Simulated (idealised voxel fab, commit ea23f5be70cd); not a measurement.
Process module heading - voxel fin reveal
Each square cell in cross-section cut measures 5 nm, and the section as a whole is 290 nm wide.
Think of the cross-section as a grid of square cells. We describe it in bands, top to bottom, and each band covers one or more rows of those cells. This entry defines a band. It first specifies the height of the band's top and the height of its bottom in nm, and then specifies the band's materials from left to right, stating each material with its width in nm. The word "throughout" identifies a single material that fills the band from edge to edge, while the word "air" identifies empty space. A quick word on heights: they are counted from 0, and under that level the wafer as it came to us is one material throughout. The lowest band is different from the rest in having no bottom; it simply continues downward, written as in "0 nm and below". Graded width ("30..40"): value in top row of band = first number; value in bottom row = second number; row-to-row change constant. No cell of the cross-section changed in a step that is given as "changes: none". The list in "Voids, sealed" covers empty spaces of 8 cells or more that cannot reach the top through any open way, and it gives each as width x height at distance; the distance is from the left edge, and width, height and distance are in nm. Read whatever lies past the settings on a step's line as the simulator's own remark about the step. Among the settings permitted on a step's line is "overlay nm"; applied to a step with a mask, it specifies the extent to which the mask lay to the right of its planned position, whereas a negative figure signifies a position to the left.
The steps planned for the process are as follows:
1 RECEIVE | material Si
2 CONFORMAL_DEP | material SiN | thk nm 5
3 DIRECTIONAL_DEP | material aC | thk nm 15
4 PATTERN | tone cover | mask id FINS | material resist | width nm 15 | pitch nm 35 | thk nm 30 | overlay nm 0
5 DIRECTIONAL_ETCH | etch materials aC | depth nm 15
6 STRIP | etch materials resist
7 DIRECTIONAL_ETCH | etch materials SiN | depth nm 5
8 DIRECTIONAL_ETCH | etch materials Si | depth nm 35
9 STRIP | etch materials aC
10 OXIDIZE | depth nm 5
11 FILL_DEP | material SiO2 | thk nm 15
12 CMP | height nm 5
13 SELECTIVE_ETCH | etch materials SiO2 | depth nm 25
14 STRIP | etch materials SiN
15 CONFORMAL_DEP | material SiO2 | thk nm 5
Cross-section, incoming material, after step 1:
* 0 nm and below  Si throughout
* Voids, sealed: none
First of two wafers: cross-section at end of module, run per plan:
* 5 nm to 0 nm  air 85 nm, then SiO2 15 nm, then air 20 nm, then SiO2 15 nm, then air 20 nm, then SiO2 15 nm, then air 20 nm, then SiO2 15 nm, then air 85 nm
* 0 nm to -15 nm  air 85 nm, then SiO2 5 nm, then Si 5 nm, then SiO2 5 nm, then air 20 nm, then SiO2 5 nm, then Si 5 nm, then SiO2 5 nm, then air 20 nm, then SiO2 5 nm, then Si 5 nm, then SiO2 5 nm, then air 20 nm, then SiO2 5 nm, then Si 5 nm, then SiO2 5 nm, then air 85 nm
* -15 nm to -40 nm  SiO2 90 nm, then Si 5 nm, then SiO2 30 nm, then Si 5 nm, then SiO2 30 nm, then Si 5 nm, then SiO2 30 nm, then Si 5 nm, then SiO2 90 nm
* -40 nm and below  Si throughout
* Voids, sealed: none
Here's the second of our two wafers sectioned at module end. Same start as the first, same plan, but one mistake got made running it:
* 5 nm to 0 nm  air 85 nm, then SiO2 15 nm, then air 20 nm, then SiO2 15 nm, then air 20 nm, then SiO2 15 nm, then air 20 nm, then SiO2 15 nm, then air 85 nm
* 0 nm to -15 nm  air 85 nm, then SiO2 5 nm, then Si 5 nm, then SiO2 5 nm, then air 20 nm, then SiO2 5 nm, then Si 5 nm, then SiO2 5 nm, then air 20 nm, then SiO2 5 nm, then Si 5 nm, then SiO2 5 nm, then air 20 nm, then SiO2 5 nm, then Si 5 nm, then SiO2 5 nm, then air 85 nm
* -15 nm to -45 nm  SiO2 90 nm, then Si 5 nm, then SiO2 30 nm, then Si 5 nm, then SiO2 30 nm, then Si 5 nm, then SiO2 30 nm, then Si 5 nm, then SiO2 90 nm
* -45 nm and below  Si throughout
* Voids, sealed: none
Heads up, the wafer didn't run the way we planned it: step 8 ran as: DIRECTIONAL_ETCH | etch materials Si | depth nm 40
The final cell counts differ between the wafers, with the second having more or fewer of some materials than the first: 54 fewer of Si; 54 more of SiO2
